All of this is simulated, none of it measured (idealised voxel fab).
Process module, titled voxel spacer lines
Each square cell in cross-section cut measures 5 nm, and the section as a whole is 275 nm wide.
Just so we're on the same page, the cross-sections are grids of square cells, and they're listed out in bands top to bottom, each band one or more rows deep. This entry defines a band. It first specifies the height of the band's top and the height of its bottom in nm, and then specifies the band's materials from left to right, stating each material with its width in nm. The word "edge to edge" identifies a single material that fills the band from edge to edge, while the word "blank" identifies empty space. Beneath 0, the wafer as received is one material, and that level is where height counting begins. The lowest band goes on downward without a bottom; it is written like "0 nm and below". The expression "30..40" gives the width at the extremes of the band, the first number at its top row of cells and the second at its bottom row, with the width changing by equal amounts from each row to the next in between. Where a step carries "nothing different", the cross-section came out of it unchanged, cell for cell. Basically, "Sealed void inventory" tells you about the enclosed voids: empty spaces with no open way to the top, 8 cells or bigger, each written width x height at distance, where distance is from the left edge, all in nm. Heads up: the bit after the settings on a step's line is the simulator's remark on that step. overlay nm: right-of-plan distance of the mask on a masked step; negative values mean left-of-plan.
-- Process steps - plan
1: RECEIVE with material Si
2: CONFORMAL_DEP with material Al2O3, thk nm 5
3: DIRECTIONAL_DEP with material polySi, thk nm 15
4: DIRECTIONAL_DEP with material aC, thk nm 20
5: PATTERN with tone cover, mask id MANDREL, material resist, width nm 15, pitch nm 50, thk nm 25, overlay nm 0
6: DIRECTIONAL_ETCH with etch materials aC, depth nm 20
7: STRIP with etch materials resist
8: CONFORMAL_DEP with material SiO2, thk nm 10
9: DIRECTIONAL_ETCH with etch materials SiO2, depth nm 10
10: STRIP with etch materials aC
11: DIRECTIONAL_ETCH with etch materials polySi, depth nm 15
12: STRIP with etch materials SiO2
-- Step 1 complete: cross-section of the wafer as received
  0 nm and below | Si edge to edge
  Sealed void inventory: none
-- The following cross-section depicts the wafer upon conclusion of the module. Processing commenced from the starting condition illustrated above and adhered to the plan illustrated above, save for one mistake in execution
  20 nm to 5 nm | blank (105); polySi (15); blank (35); polySi (15); blank (105)
  5 nm to 0 nm | Al2O3 edge to edge
  0 nm and below | Si edge to edge
  Sealed void inventory: none
Diagnosis: step 5 was not run as planned; what actually ran was PATTERN with tone open, mask id MANDREL, material resist, width nm 15, pitch nm 50, thk nm 25, overlay nm 0
